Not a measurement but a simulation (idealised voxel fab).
process module | voxel wiring stack
It is cross-section cut that appears here, measuring 165 nm in width, its square cells being 5 nm in size.
Cross-section = grid of square cells, listed top down in bands; band = one or more rows. The band entry comprises the height of the band's top followed by the height of its bottom, expressed in nm, and subsequently the band's materials from left to right, each stated together with its width in nm. Where a single material is marked with the word "everywhere", that material fills the band from edge to edge. The word "empty" represents empty space. Basically, 0 is our baseline, since under it the wafer straight out of the box is all one material. The bottom band has no lower end and keeps on going down, so it looks like "top 0, no bottom". Width: "30->40" (first number = top row, second number = bottom row, same change from row to row of cells). Step note "no modification" = no cross-section cell changed. Voids not open to the top, 8 cells minimum: see "Voids, enclosed". Written width x height at distance; distance is from the left edge; nm. That trailing text on a step's line, after the settings, is the simulator's own remark on the step. Each step line may optionally specify "overlay nm", which for a step with a mask gives the rightward distance between the mask's planned place and where it lay, a negative value indicating the leftward direction.

### This section lists the process steps that were planned
1: op RECEIVE | material Si
2: op CONFORMAL_DEP | material SiO2 | thk nm 10
3: op CONFORMAL_DEP | material SiCN | thk nm 5
4: op DIRECTIONAL_DEP | material lowk | thk nm 25
5: op PATTERN | tone open | mask id METAL_1 | material resist | width nm 20 | pitch nm 45 | thk nm 20 | overlay nm 0
6: op DIRECTIONAL_ETCH | etch materials lowk | depth nm 25
7: op DIRECTIONAL_ETCH | etch materials SiCN | depth nm 5
8: op STRIP | etch materials resist
9: op CONFORMAL_DEP | material TiN | thk nm 5
10: op FILL_DEP | material Ru | thk nm 5
11: op CMP | height nm 40
12: op EPI | material Ru | thk nm 5
13: op FILL_DEP | material SiCN | thk nm 5
14: op DIRECTIONAL_DEP | material SiO2 | thk nm 35
15: op MASKED_ETCH | tone open | mask id METAL_2_HOLES | width nm 15 | pitch nm 45 | etch materials SiO2 | depth nm 35 | overlay nm 0
16: op MASKED_ETCH | tone open | mask id METAL_2 | width nm 20 | pitch nm 45 | etch materials SiO2 | depth nm 20 | overlay nm 0
17: op MASKED_ETCH | tone open | mask id METAL_2 | width nm 20 | pitch nm 45 | etch materials SiCN | depth nm 5 | overlay nm 0
18: op CONFORMAL_DEP | material TiN | thk nm 5
19: op FILL_DEP | material Cu | thk nm 10
20: op CMP | height nm 85
21: op CONFORMAL_DEP | material SiN | thk nm 5

### Run as planned: first of two wafers

### Here's what the wafer looked like in cross-section when it arrived - that's after step 1
	top 0, no bottom = Si everywhere
	Voids, enclosed: none

### Step 2 done - wafer cross-section
	top 10, bottom 0 = SiO2 everywhere
	Note: structure below 0 unchanged.

### Step 3 done - wafer cross-section
	top 15, bottom 10 = SiCN everywhere
	Note: structure below 10 unchanged.

### Step 4 done - wafer cross-section
	top 40, bottom 15 = lowk everywhere
	Note: structure below 15 unchanged.

### Step 5 done - wafer cross-section
	top 60, bottom 40 = resist 50 nm  empty 20 nm  resist 25 nm  empty 20 nm  resist 50 nm
	Note: structure below 40 unchanged.

### Step 6 done - wafer cross-section
	top 60, bottom 40 = resist 50 nm  empty 20 nm  resist 25 nm  empty 20 nm  resist 50 nm
	top 40, bottom 15 = lowk 50 nm  empty 20 nm  lowk 25 nm  empty 20 nm  lowk 50 nm
	Note: structure below 15 unchanged.

### Step 7 done - wafer cross-section
	top 60, bottom 40 = resist 50 nm  empty 20 nm  resist 25 nm  empty 20 nm  resist 50 nm
	top 40, bottom 15 = lowk 50 nm  empty 20 nm  lowk 25 nm  empty 20 nm  lowk 50 nm
	top 15, bottom 10 = SiCN 50 nm  empty 20 nm  SiCN 25 nm  empty 20 nm  SiCN 50 nm
	Note: structure below 10 unchanged.

### Step 8 done - wafer cross-section
	top 40, bottom 15 = lowk 50 nm  empty 20 nm  lowk 25 nm  empty 20 nm  lowk 50 nm
	Note: structure below 15 unchanged.

### Step 9 done - wafer cross-section
	top 45, bottom 40 = TiN 55 nm  empty 10 nm  TiN 35 nm  empty 10 nm  TiN 55 nm
	top 40, bottom 15 = lowk 50 nm  TiN 5 nm  empty 10 nm  TiN 5 nm  lowk 25 nm  TiN 5 nm  empty 10 nm  TiN 5 nm  lowk 50 nm
	top 15, bottom 10 = SiCN 50 nm  TiN 20 nm  SiCN 25 nm  TiN 20 nm  SiCN 50 nm
	Note: structure below 10 unchanged.

### Step 10 done - wafer cross-section
	top 50, bottom 45 = Ru everywhere
	top 45, bottom 40 = TiN 55 nm  Ru 10 nm  TiN 35 nm  Ru 10 nm  TiN 55 nm
	top 40, bottom 15 = lowk 50 nm  TiN 5 nm  Ru 10 nm  TiN 5 nm  lowk 25 nm  TiN 5 nm  Ru 10 nm  TiN 5 nm  lowk 50 nm
	Note: structure below 15 unchanged.

### Step 11 done - wafer cross-section
	top 40, bottom 15 = lowk 50 nm  TiN 5 nm  Ru 10 nm  TiN 5 nm  lowk 25 nm  TiN 5 nm  Ru 10 nm  TiN 5 nm  lowk 50 nm
	Note: structure below 15 unchanged.

### Step 12 done - wafer cross-section
	top 45, bottom 40 = empty 45 nm  Ru 30 nm  empty 15 nm  Ru 30 nm  empty 45 nm
	Note: structure below 40 unchanged.

### Step 13 done - wafer cross-section
	top 50, bottom 45 = SiCN everywhere
	top 45, bottom 40 = SiCN 45 nm  Ru 30 nm  SiCN 15 nm  Ru 30 nm  SiCN 45 nm
	Note: structure below 40 unchanged.

### Step 14 done - wafer cross-section
	top 85, bottom 50 = SiO2 everywhere
	Note: structure below 50 unchanged.

### Step 15 done - wafer cross-section
	top 85, bottom 50 = SiO2 50 nm  empty 15 nm  SiO2 30 nm  empty 15 nm  SiO2 55 nm
	Note: structure below 50 unchanged.

### Step 16 done - wafer cross-section
	top 85, bottom 65 = SiO2 50 nm  empty 20 nm  SiO2 25 nm  empty 20 nm  SiO2 50 nm
	Note: structure below 65 unchanged.

### Step 17 done - wafer cross-section
	top 85, bottom 65 = SiO2 50 nm  empty 20 nm  SiO2 25 nm  empty 20 nm  SiO2 50 nm
	top 65, bottom 50 = SiO2 50 nm  empty 15 nm  SiO2 30 nm  empty 15 nm  SiO2 55 nm
	top 50, bottom 45 = SiCN 50 nm  empty 15 nm  SiCN 30 nm  empty 15 nm  SiCN 55 nm
	Note: structure below 45 unchanged.

### Step 18 done - wafer cross-section
	top 90, bottom 85 = TiN 55 nm  empty 10 nm  TiN 35 nm  empty 10 nm  TiN 55 nm
	top 85, bottom 70 = SiO2 50 nm  TiN 5 nm  empty 10 nm  TiN 5 nm  SiO2 25 nm  TiN 5 nm  empty 10 nm  TiN 5 nm  SiO2 50 nm
	top 70, bottom 65 = SiO2 50 nm  TiN 5 nm  empty 5 nm  TiN 10 nm  SiO2 25 nm  TiN 5 nm  empty 5 nm  TiN 10 nm  SiO2 50 nm
	top 65, bottom 50 = SiO2 50 nm  TiN 5 nm  empty 5 nm  TiN 5 nm  SiO2 30 nm  TiN 5 nm  empty 5 nm  TiN 5 nm  SiO2 55 nm
	top 50, bottom 45 = SiCN 50 nm  TiN 15 nm  SiCN 30 nm  TiN 15 nm  SiCN 55 nm
	Note: structure below 45 unchanged.

### Step 19 done - wafer cross-section
	top 100, bottom 90 = Cu everywhere
	top 90, bottom 85 = TiN 55 nm  Cu 10 nm  TiN 35 nm  Cu 10 nm  TiN 55 nm
	top 85, bottom 70 = SiO2 50 nm  TiN 5 nm  Cu 10 nm  TiN 5 nm  SiO2 25 nm  TiN 5 nm  Cu 10 nm  TiN 5 nm  SiO2 50 nm
	top 70, bottom 65 = SiO2 50 nm  TiN 5 nm  Cu 5 nm  TiN 10 nm  SiO2 25 nm  TiN 5 nm  Cu 5 nm  TiN 10 nm  SiO2 50 nm
	top 65, bottom 50 = SiO2 50 nm  TiN 5 nm  Cu 5 nm  TiN 5 nm  SiO2 30 nm  TiN 5 nm  Cu 5 nm  TiN 5 nm  SiO2 55 nm
	Note: structure below 50 unchanged.

### Step 20 done - wafer cross-section
	top 85, bottom 70 = SiO2 50 nm  TiN 5 nm  Cu 10 nm  TiN 5 nm  SiO2 25 nm  TiN 5 nm  Cu 10 nm  TiN 5 nm  SiO2 50 nm
	Note: structure below 70 unchanged.

### Step 21 done - wafer cross-section
	top 90, bottom 85 = SiN everywhere
	Note: structure below 85 unchanged.

### Second wafer - shared start and plan with the first - one error in running - same as the first up to step 1 inclusive

### Second wafer: cross-section at the scheduled end of step 2
	top 5, bottom 0 = SiCN everywhere
	Note: structure below 0 unchanged.

### Second wafer: cross-section at the scheduled end of step 3
	top 15, bottom 5 = SiO2 everywhere
	Note: structure below 5 unchanged.

### Second wafer: cross-section at the scheduled end of step 4
	top 40, bottom 15 = lowk everywhere
	Note: structure below 15 unchanged.

### Second wafer: cross-section at the scheduled end of step 5
	top 60, bottom 40 = resist 50 nm  empty 20 nm  resist 25 nm  empty 20 nm  resist 50 nm
	Note: structure below 40 unchanged.

### Second wafer: cross-section at the scheduled end of step 6
	top 60, bottom 40 = resist 50 nm  empty 20 nm  resist 25 nm  empty 20 nm  resist 50 nm
	top 40, bottom 15 = lowk 50 nm  empty 20 nm  lowk 25 nm  empty 20 nm  lowk 50 nm
	Note: structure below 15 unchanged.

Second wafer: cross-section at the scheduled end of step 7: no modification

### Second wafer: cross-section at the scheduled end of step 8
	top 40, bottom 15 = lowk 50 nm  empty 20 nm  lowk 25 nm  empty 20 nm  lowk 50 nm
	Note: structure below 15 unchanged.

### Second wafer: cross-section at the scheduled end of step 9
	top 45, bottom 40 = TiN 55 nm  empty 10 nm  TiN 35 nm  empty 10 nm  TiN 55 nm
	top 40, bottom 20 = lowk 50 nm  TiN 5 nm  empty 10 nm  TiN 5 nm  lowk 25 nm  TiN 5 nm  empty 10 nm  TiN 5 nm  lowk 50 nm
	top 20, bottom 15 = lowk 50 nm  TiN 20 nm  lowk 25 nm  TiN 20 nm  lowk 50 nm
	Note: structure below 15 unchanged.

### Second wafer: cross-section at the scheduled end of step 10
	top 50, bottom 45 = Ru everywhere
	top 45, bottom 40 = TiN 55 nm  Ru 10 nm  TiN 35 nm  Ru 10 nm  TiN 55 nm
	top 40, bottom 20 = lowk 50 nm  TiN 5 nm  Ru 10 nm  TiN 5 nm  lowk 25 nm  TiN 5 nm  Ru 10 nm  TiN 5 nm  lowk 50 nm
	Note: structure below 20 unchanged.

### Second wafer: cross-section at the scheduled end of step 11
	top 40, bottom 20 = lowk 50 nm  TiN 5 nm  Ru 10 nm  TiN 5 nm  lowk 25 nm  TiN 5 nm  Ru 10 nm  TiN 5 nm  lowk 50 nm
	Note: structure below 20 unchanged.

### Second wafer: cross-section at the scheduled end of step 12
	top 45, bottom 40 = empty 45 nm  Ru 30 nm  empty 15 nm  Ru 30 nm  empty 45 nm
	Note: structure below 40 unchanged.

### Second wafer: cross-section at the scheduled end of step 13
	top 50, bottom 45 = SiCN everywhere
	top 45, bottom 40 = SiCN 45 nm  Ru 30 nm  SiCN 15 nm  Ru 30 nm  SiCN 45 nm
	Note: structure below 40 unchanged.

### Second wafer: cross-section at the scheduled end of step 14
	top 85, bottom 50 = SiO2 everywhere
	Note: structure below 50 unchanged.

### Second wafer: cross-section at the scheduled end of step 15
	top 85, bottom 50 = SiO2 50 nm  empty 15 nm  SiO2 30 nm  empty 15 nm  SiO2 55 nm
	Note: structure below 50 unchanged.

### Second wafer: cross-section at the scheduled end of step 16
	top 85, bottom 65 = SiO2 50 nm  empty 20 nm  SiO2 25 nm  empty 20 nm  SiO2 50 nm
	Note: structure below 65 unchanged.

### Second wafer: cross-section at the scheduled end of step 17
	top 85, bottom 65 = SiO2 50 nm  empty 20 nm  SiO2 25 nm  empty 20 nm  SiO2 50 nm
	top 65, bottom 50 = SiO2 50 nm  empty 15 nm  SiO2 30 nm  empty 15 nm  SiO2 55 nm
	top 50, bottom 45 = SiCN 50 nm  empty 15 nm  SiCN 30 nm  empty 15 nm  SiCN 55 nm
	Note: structure below 45 unchanged.

### Second wafer: cross-section at the scheduled end of step 18
	top 90, bottom 85 = TiN 55 nm  empty 10 nm  TiN 35 nm  empty 10 nm  TiN 55 nm
	top 85, bottom 70 = SiO2 50 nm  TiN 5 nm  empty 10 nm  TiN 5 nm  SiO2 25 nm  TiN 5 nm  empty 10 nm  TiN 5 nm  SiO2 50 nm
	top 70, bottom 65 = SiO2 50 nm  TiN 5 nm  empty 5 nm  TiN 10 nm  SiO2 25 nm  TiN 5 nm  empty 5 nm  TiN 10 nm  SiO2 50 nm
	top 65, bottom 50 = SiO2 50 nm  TiN 5 nm  empty 5 nm  TiN 5 nm  SiO2 30 nm  TiN 5 nm  empty 5 nm  TiN 5 nm  SiO2 55 nm
	top 50, bottom 45 = SiCN 50 nm  TiN 15 nm  SiCN 30 nm  TiN 15 nm  SiCN 55 nm
	Note: structure below 45 unchanged.

### Second wafer: cross-section at the scheduled end of step 19
	top 100, bottom 90 = Cu everywhere
	top 90, bottom 85 = TiN 55 nm  Cu 10 nm  TiN 35 nm  Cu 10 nm  TiN 55 nm
	top 85, bottom 70 = SiO2 50 nm  TiN 5 nm  Cu 10 nm  TiN 5 nm  SiO2 25 nm  TiN 5 nm  Cu 10 nm  TiN 5 nm  SiO2 50 nm
	top 70, bottom 65 = SiO2 50 nm  TiN 5 nm  Cu 5 nm  TiN 10 nm  SiO2 25 nm  TiN 5 nm  Cu 5 nm  TiN 10 nm  SiO2 50 nm
	top 65, bottom 50 = SiO2 50 nm  TiN 5 nm  Cu 5 nm  TiN 5 nm  SiO2 30 nm  TiN 5 nm  Cu 5 nm  TiN 5 nm  SiO2 55 nm
	Note: structure below 50 unchanged.

### Second wafer: cross-section at the scheduled end of step 20
	top 85, bottom 70 = SiO2 50 nm  TiN 5 nm  Cu 10 nm  TiN 5 nm  SiO2 25 nm  TiN 5 nm  Cu 10 nm  TiN 5 nm  SiO2 50 nm
	Note: structure below 70 unchanged.

### Second wafer: cross-section at the scheduled end of step 21
	top 90, bottom 85 = SiN everywhere
	Note: structure below 85 unchanged.
What was the processing mistake? steps 2 and 3 traded places in the executed sequence
The closing comparison, in cells, has the second wafer with more or fewer of some materials than the first: Ru -4, SiCN +8, TiN -4
